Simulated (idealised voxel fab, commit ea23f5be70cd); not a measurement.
The name of this process module is voxel wiring stack.
Square cell edge 5 nm, section width 190 nm, ID cut.
In this document a cross-section is written as a grid of square cells. It is given as a series of bands, listed from the top down, and a band is one or more rows of cells.
Per band: top height and bottom height in nm, followed by the left-to-right materials and their widths in nm; "throughout" marks a single material spanning edge to edge, "air" marks empty space.
A quick word on heights: they are counted from 0, and under that level the wafer as it came to us is one material throughout. The lowest band is different from the rest in having no bottom; it simply continues downward, written as in "0 and below".
The notation "30..40" denotes a width that varies across the rows of cells in the band, beginning at the first number in the top row, finishing at the second number in the bottom row, and changing by an identical amount from each row to the next.
Take "remained the same" at face value: in the step it is given for, the cross-section changed in none of its cells.
Basically, "Enclosed voids" tells you about the enclosed voids: empty spaces with no open way to the top, 8 cells or bigger, each written width x height at distance, where distance is from the left edge, all in nm.
Read whatever lies past the settings on a step's line as the simulator's own remark about the step.
On any step carrying a mask, the "overlay nm" setting, if present on the step's line, tells how far right of its planned place the mask lay; negative values point to the left.
Structure of the following material. The material consists of pairs of cross-sections. Each pair comprises the cross-section before one process step and the cross-section after that step, the latter shown only down to the lowest band that changed. The step between the cross-sections is specified beneath each pair, including its settings. Pairs are not necessarily consecutive: they may derive from different runs of this module performed on the same starting wafer. Continuity with the pair above is to be assumed only where the entry headed "Pre-process cross-section" of the pair in question states it.
## Pre-process cross-section
  55 down to 45  SiO2 (40), air (15), SiO2 (25), air (15), SiO2 (25), air (15), SiO2 (55)
  45 down to 40  SiCN (40), air (15), SiCN (25), air (15), SiCN (25), air (15), SiCN (55)
  40 down to 15  SiO2 (40), SiCN (5), Ru (15), SiCN (5), SiO2 (15), SiCN (5), Ru (15), SiCN (5), SiO2 (15), SiCN (5), Ru (15), SiCN (5), SiO2 (45)
  15 down to 10  SiCN (45), TiN (15), SiCN (25), TiN (15), SiCN (25), TiN (15), SiCN (50)
  10 down to 0  SiO2 throughout
  0 and below  Si throughout
  Enclosed voids: none
## Structure After Step
  60 down to 55  TiN (45), air (5), TiN (35), air (5), TiN (35), air (5), TiN (60)
  55 down to 45  SiO2 (40), TiN (5), air (5), TiN (5), SiO2 (25), TiN (5), air (5), TiN (5), SiO2 (25), TiN (5), air (5), TiN (5), SiO2 (55)
  45 down to 40  SiCN (40), TiN (15), SiCN (25), TiN (15), SiCN (25), TiN (15), SiCN (55)
  Beneath the level 40, the cross-section is identical to its previous state.
  Enclosed voids: none
Link between the two cross-sections above: op CONFORMAL_DEP | material TiN | thk nm 5
Pre-process cross-section: as in the pair right above, post-step view.
## Structure After Step
  70 down to 60  W throughout
  60 down to 55  TiN (45), W (5), TiN (35), W (5), TiN (35), W (5), TiN (60)
  55 down to 45  SiO2 (40), TiN (5), W (5), TiN (5), SiO2 (25), TiN (5), W (5), TiN (5), SiO2 (25), TiN (5), W (5), TiN (5), SiO2 (55)
  Beneath the level 45, the cross-section is identical to its previous state.
  Enclosed voids: none
Link between the two cross-sections above: op FILL_DEP | material W | thk nm 10
Pre-process cross-section: as in the pair right above, post-step view.
## Structure After Step
  55 down to 45  SiO2 (40), TiN (5), W (5), TiN (5), SiO2 (25), TiN (5), W (5), TiN (5), SiO2 (25), TiN (5), W (5), TiN (5), SiO2 (55)
  Beneath the level 45, the cross-section is identical to its previous state.
  Enclosed voids: none
Link between the two cross-sections above: op CMP | height nm 55
Pre-process cross-section: as in the pair right above, post-step view.
## Structure After Step
  60 down to 55  SiN throughout
  Beneath the level 55, the cross-section is identical to its previous state.
  Enclosed voids: none
Link between the two cross-sections above: op CONFORMAL_DEP | material SiN | thk nm 5
Pre-process cross-section: as in the pair right above, post-step view.
## Structure After Step
  80 down to 60  SiO2 throughout
  Beneath the level 60, the cross-section is identical to its previous state.
  Enclosed voids: none
Link between the two cross-sections above: op DIRECTIONAL_DEP | material SiO2 | thk nm 20
Pre-process cross-section: as in the pair right above, post-step view.
## Structure After Step
  95 down to 80  aC throughout
  Beneath the level 80, the cross-section is identical to its previous state.
  Enclosed voids: none
Link between the two cross-sections above: op DIRECTIONAL_DEP | material aC | thk nm 15
Pre-process cross-section: as in the pair right above, post-step view.
## Structure After Step
  125 down to 95  resist (40), air (25), resist (15), air (25), resist (15), air (25), resist (45)
  Beneath the level 95, the cross-section is identical to its previous state.
  Enclosed voids: none
Link between the two cross-sections above: op PATTERN | tone open | mask id METAL_2 | material resist | width nm 25 | pitch nm 40 | thk nm 30 | overlay nm 0
Pre-process cross-section: as in the pair right above, post-step view.
## Structure After Step
  110 down to 95  resist (40), air (25), resist (15), air (25), resist (15), air (25), resist (45)
  95 down to 80  aC (40), air (25), aC (15), air (25), aC (15), air (25), aC (45)
  Beneath the level 80, the cross-section is identical to its previous state.
  Enclosed voids: none
Link between the two cross-sections above: op DIRECTIONAL_ETCH | etch materials aC | depth nm 15
Pre-process cross-section: as in the pair right above, post-step view.
## Structure After Step
  95 down to 80  aC (40), air (25), aC (15), air (25), aC (15), air (25), aC (45)
  Beneath the level 80, the cross-section is identical to its previous state.
  Enclosed voids: none
Link between the two cross-sections above: op STRIP | etch materials resist
Pre-process cross-section: as in the pair right above, post-step view.
## Structure After Step
  95 down to 80  aC (40), air (25), aC (15), air (25), aC (15), air (25), aC (45)
  80 down to 60  SiO2 (40), air (25), SiO2 (15), air (25), SiO2 (15), air (25), SiO2 (45)
  Beneath the level 60, the cross-section is identical to its previous state.
  Enclosed voids: none
Link between the two cross-sections above: op DIRECTIONAL_ETCH | etch materials SiO2 | depth nm 20
Pre-process cross-section: as in the pair right above, post-step view.
## Structure After Step
  95 down to 80  aC (40), air (25), aC (15), air (25), aC (15), air (25), aC (45)
  80 down to 60  SiO2 (40), air (25), SiO2 (15), air (25), SiO2 (15), air (25), SiO2 (45)
  60 down to 55  SiN (40), air (25), SiN (15), air (25), SiN (15), air (25), SiN (45)
  Beneath the level 55, the cross-section is identical to its previous state.
  Enclosed voids: none
Link between the two cross-sections above: op DIRECTIONAL_ETCH | etch materials SiN | depth nm 5
Pre-process cross-section: as in the pair right above, post-step view.
## Structure After Step
  80 down to 60  SiO2 (40), air (25), SiO2 (15), air (25), SiO2 (15), air (25), SiO2 (45)
  Beneath the level 60, the cross-section is identical to its previous state.
  Enclosed voids: none
Link between the two cross-sections above: op STRIP | etch materials aC
Pre-process cross-section: as in the pair right above, post-step view.
## Structure After Step
  85 down to 80  TiN (45), air (15), TiN (25), air (15), TiN (25), air (15), TiN (50)
  80 down to 60  SiO2 (40), TiN (5), air (15), TiN (5), SiO2 (15), TiN (5), air (15), TiN (5), SiO2 (15), TiN (5), air (15), TiN (5), SiO2 (45)
  60 down to 55  SiN (40), TiN (25), SiN (15), TiN (25), SiN (15), TiN (25), SiN (45)
  Beneath the level 55, the cross-section is identical to its previous state.
  Enclosed voids: none
Link between the two cross-sections above: op CONFORMAL_DEP | material TiN | thk nm 5
Pre-process cross-section: as in the pair right above, post-step view.
## Structure After Step
  95 down to 85  Cu throughout
  85 down to 80  TiN (45), Cu (15), TiN (25), Cu (15), TiN (25), Cu (15), TiN (50)
  80 down to 60  SiO2 (40), TiN (5), Cu (15), TiN (5), SiO2 (15), TiN (5), Cu (15), TiN (5), SiO2 (15), TiN (5), Cu (15), TiN (5), SiO2 (45)
  Beneath the level 60, the cross-section is identical to its previous state.
  Enclosed voids: none
Link between the two cross-sections above: op FILL_DEP | material Cu | thk nm 10
Pre-process cross-section: as in the pair right above, post-step view.
## Structure After Step
  80 down to 60  SiO2 (40), TiN (5), Cu (15), TiN (5), SiO2 (15), TiN (5), Cu (15), TiN (5), SiO2 (15), TiN (5), Cu (15), TiN (5), SiO2 (45)
  Beneath the level 60, the cross-section is identical to its previous state.
  Enclosed voids: none
Link between the two cross-sections above: op CMP | height nm 80
Pre-process cross-section: as in the pair right above, post-step view.
## Structure After Step
  85 down to 80  air (35), Ru (35), air (5), Ru (35), air (5), Ru (35), air (40)
  Beneath the level 80, the cross-section is identical to its previous state.
  Enclosed voids: none
Link between the two cross-sections above: op EPI | material Ru | thk nm 5
Pre-process cross-section: as in the pair right above, post-step view.
## Structure After Step
  90 down to 85  SiCN throughout
  85 down to 80  SiCN (35), Ru (35), SiCN (5), Ru (35), SiCN (5), Ru (35), SiCN (40)
  Beneath the level 80, the cross-section is identical to its previous state.
  Enclosed voids: none
Link between the two cross-sections above: op FILL_DEP | material SiCN | thk nm 5
## Pre-process cross-section
  40 down to 15  Ru throughout
  15 down to 10  TiN throughout
  10 down to 0  SiO2 throughout
  0 and below  Si throughout
  Enclosed voids: none
## Structure After Step
  55 down to 40  air (50), resist (25), air (15), resist (25), air (15), resist (25), air (35)
  Beneath the level 40, the cross-section is identical to its previous state.
  Enclosed voids: none
Link between the two cross-sections above: op PATTERN | tone cover | mask id METAL_1 | material resist | width nm 25 | pitch nm 40 | thk nm 15 | overlay nm 10
Pre-process cross-section: as in the pair right above, post-step view.
## Structure After Step
  55 down to 40  air (50), resist (25), air (15), resist (25), air (15), resist (25), air (35)
  40 down to 15  air (50), Ru (25), air (15), Ru (25), air (15), Ru (25), air (35)
  Beneath the level 15, the cross-section is identical to its previous state.
  Enclosed voids: none
Link between the two cross-sections above: op DIRECTIONAL_ETCH | etch materials Ru | depth nm 25
Pre-process cross-section: as in the pair right above, post-step view.
## Structure After Step
  55 down to 40  air (50), resist (25), air (15), resist (25), air (15), resist (25), air (35)
  40 down to 15  air (50), Ru (25), air (15), Ru (25), air (15), Ru (25), air (35)
  15 down to 10  air (50), TiN (25), air (15), TiN (25), air (15), TiN (25), air (35)
  Beneath the level 10, the cross-section is identical to its previous state.
  Enclosed voids: none
Link between the two cross-sections above: op DIRECTIONAL_ETCH | etch materials TiN | depth nm 5
Pre-process cross-section: as in the pair right above, post-step view.
## Structure After Step
  40 down to 15  air (50), Ru (25), air (15), Ru (25), air (15), Ru (25), air (35)
  Beneath the level 15, the cross-section is identical to its previous state.
  Enclosed voids: none
Link between the two cross-sections above: op STRIP | etch materials resist
Pre-process cross-section: as in the pair right above, post-step view.
## Structure After Step
  45 down to 40  air (45), SiCN (35), air (5), SiCN (35), air (5), SiCN (35), air (30)
  40 down to 15  air (45), SiCN (5), Ru (25), SiCN (5), air (5), SiCN (5), Ru (25), SiCN (5), air (5), SiCN (5), Ru (25), SiCN (5), air (30)
  15 down to 10  SiCN (50), TiN (25), SiCN (15), TiN (25), SiCN (15), TiN (25), SiCN (35)
  Beneath the level 10, the cross-section is identical to its previous state.
  Enclosed voids: none
Link between the two cross-sections above: op CONFORMAL_DEP | material SiCN | thk nm 5
Pre-process cross-section: as in the pair right above, post-step view.
## Structure After Step
  55 down to 45  SiO2 throughout
  45 down to 40  SiO2 (45), SiCN (35), SiO2 (5), SiCN (35), SiO2 (5), SiCN (35), SiO2 (30)
  40 down to 15  SiO2 (45), SiCN (5), Ru (25), SiCN (5), SiO2 (5), SiCN (5), Ru (25), SiCN (5), SiO2 (5), SiCN (5), Ru (25), SiCN (5), SiO2 (30)
  Beneath the level 15, the cross-section is identical to its previous state.
  Enclosed voids: none
Link between the two cross-sections above: op FILL_DEP | material SiO2 | thk nm 10
Pre-process cross-section: as in the pair right above, post-step view.
## Structure After Step
  40 down to 15  SiO2 (45), SiCN (5), Ru (25), SiCN (5), SiO2 (5), SiCN (5), Ru (25), SiCN (5), SiO2 (5), SiCN (5), Ru (25), SiCN (5), SiO2 (30)
  Beneath the level 15, the cross-section is identical to its previous state.
  Enclosed voids: none
Link between the two cross-sections above: op CMP | height nm 40
Pre-process cross-section: as in the pair right above, post-step view.
## Structure After Step
  45 down to 40  SiCN throughout
  Beneath the level 40, the cross-section is identical to its previous state.
  Enclosed voids: none
Link between the two cross-sections above: op CONFORMAL_DEP | material SiCN | thk nm 5
Pre-process cross-section: as in the pair right above, post-step view.
## Structure After Step
  55 down to 45  SiO2 throughout
  Beneath the level 45, the cross-section is identical to its previous state.
  Enclosed voids: none
Link between the two cross-sections above: op DIRECTIONAL_DEP | material SiO2 | thk nm 10
Pre-process cross-section: as in the pair right above, post-step view.
## Structure After Step
  55 down to 45  SiO2 (40), air (15), SiO2 (25), air (15), SiO2 (25), air (15), SiO2 (55)
  Beneath the level 45, the cross-section is identical to its previous state.
  Enclosed voids: none
Link between the two cross-sections above: op MASKED_ETCH | tone open | mask id PLUG_1 | width nm 15 | pitch nm 40 | etch materials SiO2 | depth nm 10 | overlay nm 0
Pre-process cross-section: as in the pair right above, post-step view.
## Structure After Step
  55 down to 45  SiO2 (40), air (15), SiO2 (25), air (15), SiO2 (25), air (15), SiO2 (55)
  45 down to 40  SiCN (40), air (15), SiCN (25), air (15), SiCN (25), air (15), SiCN (55)
  Beneath the level 40, the cross-section is identical to its previous state.
  Enclosed voids: none
Link between the two cross-sections above: op MASKED_ETCH | tone open | mask id PLUG_1 | width nm 15 | pitch nm 40 | etch materials SiCN | depth nm 5 | overlay nm 0
Pre-process cross-section: as in the pair right above, post-step view.
## Structure After Step
  60 down to 55  TiN (45), air (5), TiN (35), air (5), TiN (35), air (5), TiN (60)
  55 down to 45  SiO2 (40), TiN (5), air (5), TiN (5), SiO2 (25), TiN (5), air (5), TiN (5), SiO2 (25), TiN (5), air (5), TiN (5), SiO2 (55)
  45 down to 40  SiCN (40), TiN (15), SiCN (25), TiN (15), SiCN (25), TiN (15), SiCN (55)
  Beneath the level 40, the cross-section is identical to its previous state.
  Enclosed voids: none
Link between the two cross-sections above: op CONFORMAL_DEP | material TiN | thk nm 5
Pre-process cross-section: as in the pair right above, post-step view.
## Structure After Step
  70 down to 60  W throughout
  60 down to 55  TiN (45), W (5), TiN (35), W (5), TiN (35), W (5), TiN (60)
  55 down to 45  SiO2 (40), TiN (5), W (5), TiN (5), SiO2 (25), TiN (5), W (5), TiN (5), SiO2 (25), TiN (5), W (5), TiN (5), SiO2 (55)
  Beneath the level 45, the cross-section is identical to its previous state.
  Enclosed voids: none
Link between the two cross-sections above: op FILL_DEP | material W | thk nm 10
Pre-process cross-section: as in the pair right above, post-step view.
## Structure After Step
  55 down to 45  SiO2 (40), TiN (5), W (5), TiN (5), SiO2 (25), TiN (5), W (5), TiN (5), SiO2 (25), TiN (5), W (5), TiN (5), SiO2 (55)
  Beneath the level 45, the cross-section is identical to its previous state.
  Enclosed voids: none
Link between the two cross-sections above: op CMP | height nm 55
Pre-process cross-section: as in the pair right above, post-step view.
## Structure After Step
  60 down to 55  SiN throughout
  Beneath the level 55, the cross-section is identical to its previous state.
  Enclosed voids: none
Link between the two cross-sections above: op CONFORMAL_DEP | material SiN | thk nm 5
Pre-process cross-section: as in the pair right above, post-step view.
## Structure After Step
  80 down to 60  SiO2 throughout
  Beneath the level 60, the cross-section is identical to its previous state.
  Enclosed voids: none
Link between the two cross-sections above: op DIRECTIONAL_DEP | material SiO2 | thk nm 20
Pre-process cross-section: as in the pair right above, post-step view.
## Structure After Step
  95 down to 80  aC throughout
  Beneath the level 80, the cross-section is identical to its previous state.
  Enclosed voids: none
Link between the two cross-sections above: op DIRECTIONAL_DEP | material aC | thk nm 15
Pre-process cross-section: as in the pair right above, post-step view.
## Structure After Step
  125 down to 95  resist (40), air (25), resist (15), air (25), resist (15), air (25), resist (45)
  Beneath the level 95, the cross-section is identical to its previous state.
  Enclosed voids: none
Link between the two cross-sections above: op PATTERN | tone open | mask id METAL_2 | material resist | width nm 25 | pitch nm 40 | thk nm 30 | overlay nm 0
Pre-process cross-section: as in the pair right above, post-step view.
## Structure After Step
  110 down to 95  resist (40), air (25), resist (15), air (25), resist (15), air (25), resist (45)
  95 down to 80  aC (40), air (25), aC (15), air (25), aC (15), air (25), aC (45)
  Beneath the level 80, the cross-section is identical to its previous state.
  Enclosed voids: none
Link between the two cross-sections above: op DIRECTIONAL_ETCH | etch materials aC | depth nm 15
Pre-process cross-section: as in the pair right above, post-step view.
## Structure After Step
  95 down to 80  aC (40), air (25), aC (15), air (25), aC (15), air (25), aC (45)
  Beneath the level 80, the cross-section is identical to its previous state.
  Enclosed voids: none
Link between the two cross-sections above: op STRIP | etch materials resist
Pre-process cross-section: as in the pair right above, post-step view.
## Structure After Step
  95 down to 80  aC (40), air (25), aC (15), air (25), aC (15), air (25), aC (45)
  80 down to 60  SiO2 (40), air (25), SiO2 (15), air (25), SiO2 (15), air (25), SiO2 (45)
  Beneath the level 60, the cross-section is identical to its previous state.
  Enclosed voids: none
Link between the two cross-sections above: op DIRECTIONAL_ETCH | etch materials SiO2 | depth nm 20
Pre-process cross-section: as in the pair right above, post-step view.
## Structure After Step
  95 down to 80  aC (40), air (25), aC (15), air (25), aC (15), air (25), aC (45)
  80 down to 60  SiO2 (40), air (25), SiO2 (15), air (25), SiO2 (15), air (25), SiO2 (45)
  60 down to 55  SiN (40), air (25), SiN (15), air (25), SiN (15), air (25), SiN (45)
  Beneath the level 55, the cross-section is identical to its previous state.
  Enclosed voids: none
Link between the two cross-sections above: op DIRECTIONAL_ETCH | etch materials SiN | depth nm 5
Pre-process cross-section: as in the pair right above, post-step view.
## Structure After Step
  80 down to 60  SiO2 (40), air (25), SiO2 (15), air (25), SiO2 (15), air (25), SiO2 (45)
  Beneath the level 60, the cross-section is identical to its previous state.
  Enclosed voids: none
Link between the two cross-sections above: op STRIP | etch materials aC
Pre-process cross-section: as in the pair right above, post-step view.
## Structure After Step
  85 down to 80  TiN (45), air (15), TiN (25), air (15), TiN (25), air (15), TiN (50)
  80 down to 60  SiO2 (40), TiN (5), air (15), TiN (5), SiO2 (15), TiN (5), air (15), TiN (5), SiO2 (15), TiN (5), air (15), TiN (5), SiO2 (45)
  60 down to 55  SiN (40), TiN (25), SiN (15), TiN (25), SiN (15), TiN (25), SiN (45)
  Beneath the level 55, the cross-section is identical to its previous state.
  Enclosed voids: none
Link between the two cross-sections above: op CONFORMAL_DEP | material TiN | thk nm 5
Pre-process cross-section: as in the pair right above, post-step view.
## Structure After Step
  95 down to 85  Cu throughout
  85 down to 80  TiN (45), Cu (15), TiN (25), Cu (15), TiN (25), Cu (15), TiN (50)
  80 down to 60  SiO2 (40), TiN (5), Cu (15), TiN (5), SiO2 (15), TiN (5), Cu (15), TiN (5), SiO2 (15), TiN (5), Cu (15), TiN (5), SiO2 (45)
  Beneath the level 60, the cross-section is identical to its previous state.
  Enclosed voids: none
Link between the two cross-sections above: op FILL_DEP | material Cu | thk nm 10
Pre-process cross-section: as in the pair right above, post-step view.
## Structure After Step
  80 down to 60  SiO2 (40), TiN (5), Cu (15), TiN (5), SiO2 (15), TiN (5), Cu (15), TiN (5), SiO2 (15), TiN (5), Cu (15), TiN (5), SiO2 (45)
  Beneath the level 60, the cross-section is identical to its previous state.
  Enclosed voids: none
Link between the two cross-sections above: op CMP | height nm 80
Pre-process cross-section: as in the pair right above, post-step view.
## Structure After Step
  85 down to 80  air (35), Ru (35), air (5), Ru (35), air (5), Ru (35), air (40)
  Beneath the level 80, the cross-section is identical to its previous state.
  Enclosed voids: none
Link between the two cross-sections above: op EPI | material Ru | thk nm 5
Pre-process cross-section: as in the pair right above, post-step view.
## Structure After Step
  90 down to 85  SiCN throughout
  85 down to 80  SiCN (35), Ru (35), SiCN (5), Ru (35), SiCN (5), Ru (35), SiCN (40)
  Beneath the level 80, the cross-section is identical to its previous state.
  Enclosed voids: none
Link between the two cross-sections above: op FILL_DEP | material SiCN | thk nm 5
## Pre-process cross-section
  45 down to 40  air (35), SiCN (35), air (5), SiCN (35), air (5), SiCN (35), air (40)
  40 down to 15  air (35), SiCN (5), Ru (25), SiCN (5), air (5), SiCN (5), Ru (25), SiCN (5), air (5), SiCN (5), Ru (25), SiCN (5), air (40)
  15 down to 10  SiCN (40), TiN (25), SiCN (15), TiN (25), SiCN (15), TiN (25), SiCN (45)
  10 down to 0  SiO2 throughout
  0 and below  Si throughout
  Enclosed voids: none
## Structure After Step
  55 down to 45  TiN throughout
  45 down to 40  TiN (35), SiCN (35), TiN (5), SiCN (35), TiN (5), SiCN (35), TiN (40)
  40 down to 15  TiN (35), SiCN (5), Ru (25), SiCN (5), TiN (5), SiCN (5), Ru (25), SiCN (5), TiN (5), SiCN (5), Ru (25), SiCN (5), TiN (40)
  Beneath the level 15, the cross-section is identical to its previous state.
  Enclosed voids: none
Link between the two cross-sections above: op FILL_DEP | material TiN | thk nm 10
Pre-process cross-section: as in the pair right above, post-step view.
## Structure After Step
  40 down to 15  TiN (35), SiCN (5), Ru (25), SiCN (5), TiN (5), SiCN (5), Ru (25), SiCN (5), TiN (5), SiCN (5), Ru (25), SiCN (5), TiN (40)
  Beneath the level 15, the cross-section is identical to its previous state.
  Enclosed voids: none
Link between the two cross-sections above: op CMP | height nm 40
Pre-process cross-section: as in the pair right above, post-step view.
## Structure After Step
  45 down to 40  SiCN throughout
  Beneath the level 40, the cross-section is identical to its previous state.
  Enclosed voids: none
Link between the two cross-sections above: op CONFORMAL_DEP | material SiCN | thk nm 5
Pre-process cross-section: as in the pair right above, post-step view.
## Structure After Step
  55 down to 45  SiO2 throughout
  Beneath the level 45, the cross-section is identical to its previous state.
  Enclosed voids: none
Link between the two cross-sections above: op DIRECTIONAL_DEP | material SiO2 | thk nm 10
Pre-process cross-section: as in the pair right above, post-step view.
## Structure After Step
  55 down to 45  SiO2 (40), air (15), SiO2 (25), air (15), SiO2 (25), air (15), SiO2 (55)
  Beneath the level 45, the cross-section is identical to its previous state.
  Enclosed voids: none
Link between the two cross-sections above: op MASKED_ETCH | tone open | mask id PLUG_1 | width nm 15 | pitch nm 40 | etch materials SiO2 | depth nm 10 | overlay nm 0
Pre-process cross-section: as in the pair right above, post-step view.
## Structure After Step
  55 down to 45  SiO2 (40), air (15), SiO2 (25), air (15), SiO2 (25), air (15), SiO2 (55)
  45 down to 40  SiCN (40), air (15), SiCN (25), air (15), SiCN (25), air (15), SiCN (55)
  Beneath the level 40, the cross-section is identical to its previous state.
  Enclosed voids: none
Link between the two cross-sections above: op MASKED_ETCH | tone open | mask id PLUG_1 | width nm 15 | pitch nm 40 | etch materials SiCN | depth nm 5 | overlay nm 0
Pre-process cross-section: as in the pair right above, post-step view.
## Structure After Step
  60 down to 55  TiN (45), air (5), TiN (35), air (5), TiN (35), air (5), TiN (60)
  55 down to 45  SiO2 (40), TiN (5), air (5), TiN (5), SiO2 (25), TiN (5), air (5), TiN (5), SiO2 (25), TiN (5), air (5), TiN (5), SiO2 (55)
  45 down to 40  SiCN (40), TiN (15), SiCN (25), TiN (15), SiCN (25), TiN (15), SiCN (55)
  Beneath the level 40, the cross-section is identical to its previous state.
  Enclosed voids: none
Link between the two cross-sections above: op CONFORMAL_DEP | material TiN | thk nm 5
Pre-process cross-section: as in the pair right above, post-step view.
## Structure After Step
  70 down to 60  W throughout
  60 down to 55  TiN (45), W (5), TiN (35), W (5), TiN (35), W (5), TiN (60)
  55 down to 45  SiO2 (40), TiN (5), W (5), TiN (5), SiO2 (25), TiN (5), W (5), TiN (5), SiO2 (25), TiN (5), W (5), TiN (5), SiO2 (55)
  Beneath the level 45, the cross-section is identical to its previous state.
  Enclosed voids: none
Link between the two cross-sections above: op FILL_DEP | material W | thk nm 10
Pre-process cross-section: as in the pair right above, post-step view.
## Structure After Step
  55 down to 45  SiO2 (40), TiN (5), W (5), TiN (5), SiO2 (25), TiN (5), W (5), TiN (5), SiO2 (25), TiN (5), W (5), TiN (5), SiO2 (55)
  Beneath the level 45, the cross-section is identical to its previous state.
  Enclosed voids: none
Link between the two cross-sections above: op CMP | height nm 55
Pre-process cross-section: as in the pair right above, post-step view.
## Structure After Step
  60 down to 55  SiN throughout
  Beneath the level 55, the cross-section is identical to its previous state.
  Enclosed voids: none
Link between the two cross-sections above: op CONFORMAL_DEP | material SiN | thk nm 5
Pre-process cross-section: as in the pair right above, post-step view.
## Structure After Step
  80 down to 60  SiO2 throughout
  Beneath the level 60, the cross-section is identical to its previous state.
  Enclosed voids: none
Link between the two cross-sections above: op DIRECTIONAL_DEP | material SiO2 | thk nm 20
Pre-process cross-section: as in the pair right above, post-step view.
## Structure After Step
  95 down to 80  aC throughout
  Beneath the level 80, the cross-section is identical to its previous state.
  Enclosed voids: none
Link between the two cross-sections above: op DIRECTIONAL_DEP | material aC | thk nm 15
Pre-process cross-section: as in the pair right above, post-step view.
## Structure After Step
  125 down to 95  resist (40), air (25), resist (15), air (25), resist (15), air (25), resist (45)
  Beneath the level 95, the cross-section is identical to its previous state.
  Enclosed voids: none
Link between the two cross-sections above: op PATTERN | tone open | mask id METAL_2 | material resist | width nm 25 | pitch nm 40 | thk nm 30 | overlay nm 0
Pre-process cross-section: as in the pair right above, post-step view.
## Structure After Step
  110 down to 95  resist (40), air (25), resist (15), air (25), resist (15), air (25), resist (45)
  95 down to 80  aC (40), air (25), aC (15), air (25), aC (15), air (25), aC (45)
  Beneath the level 80, the cross-section is identical to its previous state.
  Enclosed voids: none
Link between the two cross-sections above: op DIRECTIONAL_ETCH | etch materials aC | depth nm 15
Pre-process cross-section: as in the pair right above, post-step view.
## Structure After Step
  95 down to 80  aC (40), air (25), aC (15), air (25), aC (15), air (25), aC (45)
  Beneath the level 80, the cross-section is identical to its previous state.
  Enclosed voids: none
Link between the two cross-sections above: op STRIP | etch materials resist
Pre-process cross-section: as in the pair right above, post-step view.
## Structure After Step
  95 down to 80  aC (40), air (25), aC (15), air (25), aC (15), air (25), aC (45)
  80 down to 60  SiO2 (40), air (25), SiO2 (15), air (25), SiO2 (15), air (25), SiO2 (45)
  Beneath the level 60, the cross-section is identical to its previous state.
  Enclosed voids: none
Link between the two cross-sections above: op DIRECTIONAL_ETCH | etch materials SiO2 | depth nm 20
Pre-process cross-section: as in the pair right above, post-step view.
## Structure After Step
  95 down to 80  aC (40), air (25), aC (15), air (25), aC (15), air (25), aC (45)
  80 down to 60  SiO2 (40), air (25), SiO2 (15), air (25), SiO2 (15), air (25), SiO2 (45)
  60 down to 55  SiN (40), air (25), SiN (15), air (25), SiN (15), air (25), SiN (45)
  Beneath the level 55, the cross-section is identical to its previous state.
  Enclosed voids: none
Link between the two cross-sections above: op DIRECTIONAL_ETCH | etch materials SiN | depth nm 5
Pre-process cross-section: as in the pair right above, post-step view.
## Structure After Step
  80 down to 60  SiO2 (40), air (25), SiO2 (15), air (25), SiO2 (15), air (25), SiO2 (45)
  Beneath the level 60, the cross-section is identical to its previous state.
  Enclosed voids: none
Link between the two cross-sections above: op STRIP | etch materials aC
Pre-process cross-section: as in the pair right above, post-step view.
## Structure After Step
  85 down to 80  TiN (45), air (15), TiN (25), air (15), TiN (25), air (15), TiN (50)
  80 down to 60  SiO2 (40), TiN (5), air (15), TiN (5), SiO2 (15), TiN (5), air (15), TiN (5), SiO2 (15), TiN (5), air (15), TiN (5), SiO2 (45)
  60 down to 55  SiN (40), TiN (25), SiN (15), TiN (25), SiN (15), TiN (25), SiN (45)
  Beneath the level 55, the cross-section is identical to its previous state.
  Enclosed voids: none
Link between the two cross-sections above: op CONFORMAL_DEP | material TiN | thk nm 5
Pre-process cross-section: as in the pair right above, post-step view.
## Structure After Step
  95 down to 85  Cu throughout
  85 down to 80  TiN (45), Cu (15), TiN (25), Cu (15), TiN (25), Cu (15), TiN (50)
  80 down to 60  SiO2 (40), TiN (5), Cu (15), TiN (5), SiO2 (15), TiN (5), Cu (15), TiN (5), SiO2 (15), TiN (5), Cu (15), TiN (5), SiO2 (45)
  Beneath the level 60, the cross-section is identical to its previous state.
  Enclosed voids: none
Link between the two cross-sections above: op FILL_DEP | material Cu | thk nm 10
Pre-process cross-section: as in the pair right above, post-step view.
## Structure After Step
  80 down to 60  SiO2 (40), TiN (5), Cu (15), TiN (5), SiO2 (15), TiN (5), Cu (15), TiN (5), SiO2 (15), TiN (5), Cu (15), TiN (5), SiO2 (45)
  Beneath the level 60, the cross-section is identical to its previous state.
  Enclosed voids: none
Link between the two cross-sections above: op CMP | height nm 80
Pre-process cross-section: as in the pair right above, post-step view.
## Structure After Step
  85 down to 80  air (35), Ru (35), air (5), Ru (35), air (5), Ru (35), air (40)
  Beneath the level 80, the cross-section is identical to its previous state.
  Enclosed voids: none
Link between the two cross-sections above: op EPI | material Ru | thk nm 5
Pre-process cross-section: as in the pair right above, post-step view.
## Structure After Step
  90 down to 85  SiCN throughout
  85 down to 80  SiCN (35), Ru (35), SiCN (5), Ru (35), SiCN (5), Ru (35), SiCN (40)
  Beneath the level 80, the cross-section is identical to its previous state.
  Enclosed voids: none
Link between the two cross-sections above: op FILL_DEP | material SiCN | thk nm 5
## Pre-process cross-section
  95 down to 80  aC throughout
  80 down to 60  SiO2 throughout
  60 down to 55  SiN throughout
  55 down to 45  SiO2 (40), TiN (5), W (5), TiN (5), SiO2 (25), TiN (5), W (5), TiN (5), SiO2 (25), TiN (5), W (5), TiN (5), SiO2 (55)
  45 down to 40  SiCN (40), TiN (15), SiCN (25), TiN (15), SiCN (25), TiN (15), SiCN (55)
  40 down to 15  SiO2 (35), SiCN (5), Ru (25), SiCN (5), SiO2 (5), SiCN (5), Ru (25), SiCN (5), SiO2 (5), SiCN (5), Ru (25), SiCN (5), SiO2 (40)
  15 down to 10  SiCN (40), TiN (25), SiCN (15), TiN (25), SiCN (15), TiN (25), SiCN (45)
  10 down to 0  SiO2 throughout
  0 and below  Si throughout
  Enclosed voids: none
## Structure After Step
  125 down to 95  air (40), resist (25), air (15), resist (25), air (15), resist (25), air (45)
  Beneath the level 95, the cross-section is identical to its previous state.
  Enclosed voids: none
Link between the two cross-sections above: op PATTERN | tone cover | mask id METAL_2 | material resist | width nm 25 | pitch nm 40 | thk nm 30 | overlay nm 0
Pre-process cross-section: as in the pair right above, post-step view.
## Structure After Step
  110 down to 95  air (40), resist (25), air (15), resist (25), air (15), resist (25), air (45)
  95 down to 80  air (40), aC (25), air (15), aC (25), air (15), aC (25), air (45)
  Beneath the level 80, the cross-section is identical to its previous state.
  Enclosed voids: none
Link between the two cross-sections above: op DIRECTIONAL_ETCH | etch materials aC | depth nm 15
Pre-process cross-section: as in the pair right above, post-step view.
## Structure After Step
  95 down to 80  air (40), aC (25), air (15), aC (25), air (15), aC (25), air (45)
  Beneath the level 80, the cross-section is identical to its previous state.
  Enclosed voids: none
Link between the two cross-sections above: op STRIP | etch materials resist
